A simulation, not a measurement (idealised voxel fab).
Presented below is a process module, voxel air gaps.
Cross-section cut spans 260 nm and uses square cells 5 nm in size.
Think of the cross-section as a grid of square cells. We describe it in bands, top to bottom, and each band covers one or more rows of those cells. Band: top height; bottom height; in nm. Then, left to right: material with width in nm, for each material. "all across": a single material spanning edge to edge. "blank": empty space. Note: height 0 marks the level under which the wafer is uniformly one material as received. Lowest band unbounded below, written "0 nm and below". The notation "30 to 40" denotes a width that varies across the rows of cells in the band, beginning at the first number in the top row, finishing at the second number in the bottom row, and changing by an identical amount from each row to the next. What does "left unchanged" mean for a step? It means no cell of the cross-section changed in that step. "Closed internal cavities" means: voids of 8 cells or more that are shut off from the top with no open way through. Written width x height at distance, distance from the left edge, in nm. Read whatever lies past the settings on a step's line as the simulator's own remark about the step. The setting "overlay nm" may be written on the line of a step. When the step uses a mask, the value reports how far to the right of the planned place the mask lay, and a negative value reports that it lay to the left.

Intended process steps
1,op RECEIVE | material Si
2,op CONFORMAL_DEP | material SiO2 | thk nm 10
3,op CONFORMAL_DEP | material SiCN | thk nm 5
4,op DIRECTIONAL_DEP | material lowk | thk nm 35
5,op DIRECTIONAL_DEP | material aC | thk nm 10
6,op PATTERN | tone open | mask id LINES | material resist | width nm 25 | pitch nm 55 | thk nm 30 | overlay nm 0
7,op DIRECTIONAL_ETCH | etch materials aC | depth nm 10
8,op STRIP | etch materials resist
9,op DIRECTIONAL_ETCH | etch materials lowk | depth nm 35
10,op STRIP | etch materials aC
11,op CONFORMAL_DEP | material TiN | thk nm 5
12,op FILL_DEP | material Ru | thk nm 10
13,op CMP | height nm 50
14,op EPI | material Ru | thk nm 10
15,op SELECTIVE_ETCH | etch materials lowk | depth nm 45
16,op CONFORMAL_DEP | material SiCN | thk nm 5

As received (post step 1): cross-section
	0 nm and below = Si all across
	Closed internal cavities: none

End state of the module in cross-section, given the above starting point and plan and one mistake in execution
	60 nm to 50 nm = blank: 25 | Ru: 45 | blank: 10 | Ru: 45 | blank: 10 | Ru: 45 | blank: 10 | Ru: 45 | blank: 25
	50 nm to 20 nm = blank: 35 | TiN: 5 | Ru: 15 | TiN: 5 | blank: 30 | TiN: 5 | Ru: 15 | TiN: 5 | blank: 30 | TiN: 5 | Ru: 15 | TiN: 5 | blank: 30 | TiN: 5 | Ru: 15 | TiN: 5 | blank: 35
	20 nm to 15 nm = blank: 35 | TiN: 25 | blank: 30 | TiN: 25 | blank: 30 | TiN: 25 | blank: 30 | TiN: 25 | blank: 35
	15 nm to 10 nm = SiCN all across
	10 nm to 0 nm = SiO2 all across
	0 nm and below = Si all across
	Closed internal cavities: none
Which mistake was made when the wafer was run? step 16 of the plan got skipped, so it never ran
